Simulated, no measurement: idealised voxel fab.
process module | voxel gate over fins
cross-section cut | 280 nm wide | cells 5 nm
A cross-section is a grid of square cells, given in bands from the top down. A band is one or more rows of cells.
Each band's line starts with the height of the band's top and of its bottom, in nm. Then come its materials from left to right, each with its width in nm. One material with "throughout" fills the band from edge to edge. "air" is empty space.
Height 0 is the level under which the wafer as received is all one material. The lowest band goes on downwards, as in "0 down".
A width such as "30 to 40" changes by the same amount from each row of cells to the next, from the band's top row to its bottom row.
"no change" after a step means that no cell of the cross-section changed.
closed voids: empty space of 8 cells or more with no open way to the top, each as width x height at its distance from the left edge, in nm
after a step's settings: what the simulator itself notes on the step
overlay nm, on a step with a mask: how far to the right of its planned place the mask lay; to the left if negative
plan
1 op RECEIVE | material Si
2 op CONFORMAL_DEP | material SiN | thk nm 10
3 op MASKED_ETCH | tone cover | mask id FINS | width nm 15 | pitch nm 55 | etch materials SiN | depth nm 10 | overlay nm 0
4 op MASKED_ETCH | tone cover | mask id FINS | width nm 15 | pitch nm 55 | etch materials Si | depth nm 30 | overlay nm 0
5 op OXIDIZE | depth nm 5
6 op FILL_DEP | material SiO2 | thk nm 5
7 op CMP | height nm 10
8 op PATTERN | tone open | mask id RAIL | material resist | width nm 15 | thk nm 15 | overlay nm 0
9 op DIRECTIONAL_ETCH | etch materials SiO2 | depth nm 35
10 op STRIP | etch materials resist
11 op CONFORMAL_DEP | material TiN | thk nm 5
12 op FILL_DEP | material Ru | thk nm 10
13 op CMP | height nm 10
14 op SELECTIVE_ETCH | etch materials W Ru TiN | depth nm 25
15 op FILL_DEP | material SiO2 | thk nm 5
16 op CMP | height nm 10
17 op SELECTIVE_ETCH | etch materials SiO2 | depth nm 20
18 op STRIP | etch materials SiN
19 op CONFORMAL_DEP | material HfO2 | thk nm 5
20 op CONFORMAL_DEP | material TiN | thk nm 5
21 op FILL_DEP | material W | thk nm 10
22 op CMP | height nm 15
23 op CONFORMAL_DEP | material SiN | thk nm 5
as received, after step 1
  0 down: Si throughout
  closed voids: none
a wafer at the end: this start, this plan, one mistake
  20 to 15: SiN throughout
  15 to 10: W throughout
  10 to 5: W 45 | TiN 25 | W 30 | TiN 25 | W 30 | TiN 25 | W 30 | TiN 25 | W 45
  5 to 0: W 45 | TiN 5 | HfO2 15 | TiN 5 | W 30 | TiN 5 | HfO2 15 | TiN 5 | W 30 | TiN 5 | HfO2 15 | TiN 5 | W 30 | TiN 5 | HfO2 15 | TiN 5 | W 45
  0 to -5: TiN 50 | HfO2 5 | Si 5 | HfO2 5 | TiN 40 | HfO2 5 | Si 5 | HfO2 5 | TiN 40 | HfO2 5 | Si 5 | HfO2 5 | TiN 40 | HfO2 5 | Si 5 | HfO2 5 | TiN 50
  -5 to -10: HfO2 55 | Si 5 | HfO2 50 | Si 5 | HfO2 50 | Si 5 | HfO2 50 | Si 5 | HfO2 55
  -10 to -15: SiO2 55 | Si 5 | SiO2 50 | Si 5 | SiO2 50 | Si 5 | SiO2 50 | Si 5 | SiO2 55
  -15 to -20: Ru 45 | TiN 5 | SiO2 5 | Si 5 | SiO2 5 | TiN 10 | SiO2 15 | TiN 5 | Ru 5 | TiN 5 | SiO2 5 | Si 5 | SiO2 5 | TiN 5 | Ru 30 | TiN 5 | SiO2 5 | Si 5 | SiO2 5 | TiN 5 | Ru 30 | TiN 5 | SiO2 5 | Si 5 | SiO2 5 | TiN 5 | Ru 45
  -20 to -25: TiN 50 | SiO2 5 | Si 5 | SiO2 5 | TiN 10 | SiO2 15 | TiN 15 | SiO2 5 | Si 5 | SiO2 5 | TiN 40 | SiO2 5 | Si 5 | SiO2 5 | TiN 40 | SiO2 5 | Si 5 | SiO2 5 | TiN 50
  -25 to -35: SiO2 55 | Si 5 | SiO2 50 | Si 5 | SiO2 50 | Si 5 | SiO2 50 | Si 5 | SiO2 55
  -35 down: Si throughout
  closed voids: none
what went wrong: step 8 ran as: op PATTERN | tone cover | mask id RAIL | material resist | width nm 15 | thk nm 15 | overlay nm 0
